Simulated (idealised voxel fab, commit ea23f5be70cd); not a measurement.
Presented below is a process module, voxel lift off.
FYI the section here is cut, 220 nm wide, cells are 5 nm squares.
When this document writes out a cross-section, it uses a grid of square cells and lists it as bands, beginning at the top and moving down, with a band standing for one or more rows of cells.
It is stipulated that each band's entry specify, in nanometres, the height of the top of the band and then that of its bottom, followed by the materials of the band in left-to-right sequence, each together with its width in nanometres. A single material marked by the word "everywhere" is understood to fill the band from edge to edge; the word "air" is understood to denote empty space.
Beneath 0, the wafer as received is one material, and that level is where height counting begins. The lowest band goes on downward without a bottom; it is written like "0 and below".
Note: "30->40" means the width goes from the first number (top row of the band) to the second number (bottom row) in equal steps per row of cells.
Basically "nothing different" means that step didn't change any cell in the cross-section.
"Unvented voids" - sealed voids, min. 8 cells, no opening to top; format: width x height at distance (distance from left edge; nm throughout).
On a step's line, text after the settings is the simulator commenting on that step.
The "overlay nm" setting may appear on a step's line; for a step that uses a mask, it gives how far to the right of its planned position the mask lay, and a negative value indicates the left.
PROCESS STEPS (PLANNED)
step 1: RECEIVE, material Si
step 2: CONFORMAL_DEP, material SiO2, thk nm 10
step 3: PATTERN, tone open, mask id LINES, material resist, width nm 30, pitch nm 50, thk nm 25, overlay nm 0
step 4: DIRECTIONAL_DEP, material Ru, thk nm 15
step 5: STRIP, etch materials resist
step 6: CONFORMAL_DEP, material SiO2, thk nm 5
FIRST OUT OF TWO WAFERS; RUN WENT TO PLAN
WAFER CROSS-SECTION ON RECEIPT, I.E. AFTER STEP 1
0 and below = Si everywhere
Unvented voids: none
YOU'RE LOOKING AT A CROSS-SECTION OF THE WAFER AFTER STEP 2
10 down to 0 = SiO2 everywhere
Beneath the level 0, the cross-section is identical to its previous state.
YOU'RE LOOKING AT A CROSS-SECTION OF THE WAFER AFTER STEP 3
35 down to 10 = resist 70 / air 30 / resist 20 / air 30 / resist 70
Beneath the level 10, the cross-section is identical to its previous state.
YOU'RE LOOKING AT A CROSS-SECTION OF THE WAFER AFTER STEP 4
50 down to 35 = Ru 70 / air 30 / Ru 20 / air 30 / Ru 70
35 down to 25 = resist 70 / air 30 / resist 20 / air 30 / resist 70
25 down to 10 = resist 70 / Ru 30 / resist 20 / Ru 30 / resist 70
Beneath the level 10, the cross-section is identical to its previous state.
YOU'RE LOOKING AT A CROSS-SECTION OF THE WAFER AFTER STEP 5
25 down to 10 = air 70 / Ru 30 / air 20 / Ru 30 / air 70
Beneath the level 10, the cross-section is identical to its previous state.
YOU'RE LOOKING AT A CROSS-SECTION OF THE WAFER AFTER STEP 6
30 down to 25 = air 65 / SiO2 40 / air 10 / SiO2 40 / air 65
25 down to 15 = air 65 / SiO2 5 / Ru 30 / SiO2 5 / air 10 / SiO2 5 / Ru 30 / SiO2 5 / air 65
15 down to 10 = SiO2 70 / Ru 30 / SiO2 20 / Ru 30 / SiO2 70
Beneath the level 10, the cross-section is identical to its previous state.
WAFER TWO OF TWO - SAME STARTING POINT, SAME PROCESS PLAN, ONE MISTAKE IN EXECUTION; MATCHES WAFER ONE UP TO AND INCLUDING STEP 1
X-section, second wafer, when step 2 was due to finish: nothing different
X-SECTION, SECOND WAFER, WHEN STEP 3 WAS DUE TO FINISH
25 down to 0 = resist 70 / air 30 / resist 20 / air 30 / resist 70
Beneath the level 0, the cross-section is identical to its previous state.
X-SECTION, SECOND WAFER, WHEN STEP 4 WAS DUE TO FINISH
40 down to 25 = Ru 70 / air 30 / Ru 20 / air 30 / Ru 70
25 down to 15 = resist 70 / air 30 / resist 20 / air 30 / resist 70
15 down to 0 = resist 70 / Ru 30 / resist 20 / Ru 30 / resist 70
Beneath the level 0, the cross-section is identical to its previous state.
X-SECTION, SECOND WAFER, WHEN STEP 5 WAS DUE TO FINISH
15 down to 0 = air 70 / Ru 30 / air 20 / Ru 30 / air 70
Beneath the level 0, the cross-section is identical to its previous state.
X-SECTION, SECOND WAFER, WHEN STEP 6 WAS DUE TO FINISH
20 down to 15 = air 65 / SiO2 40 / air 10 / SiO2 40 / air 65
15 down to 5 = air 65 / SiO2 5 / Ru 30 / SiO2 5 / air 10 / SiO2 5 / Ru 30 / SiO2 5 / air 65
5 down to 0 = SiO2 70 / Ru 30 / SiO2 20 / Ru 30 / SiO2 70
Beneath the level 0, the cross-section is identical to its previous state.
Heads up, the wafer didn't run the way we planned it: not run: step 2 of the plan (skipped)
Cell-count delta at end, second wafer over first, by material: 88 fewer of SiO2
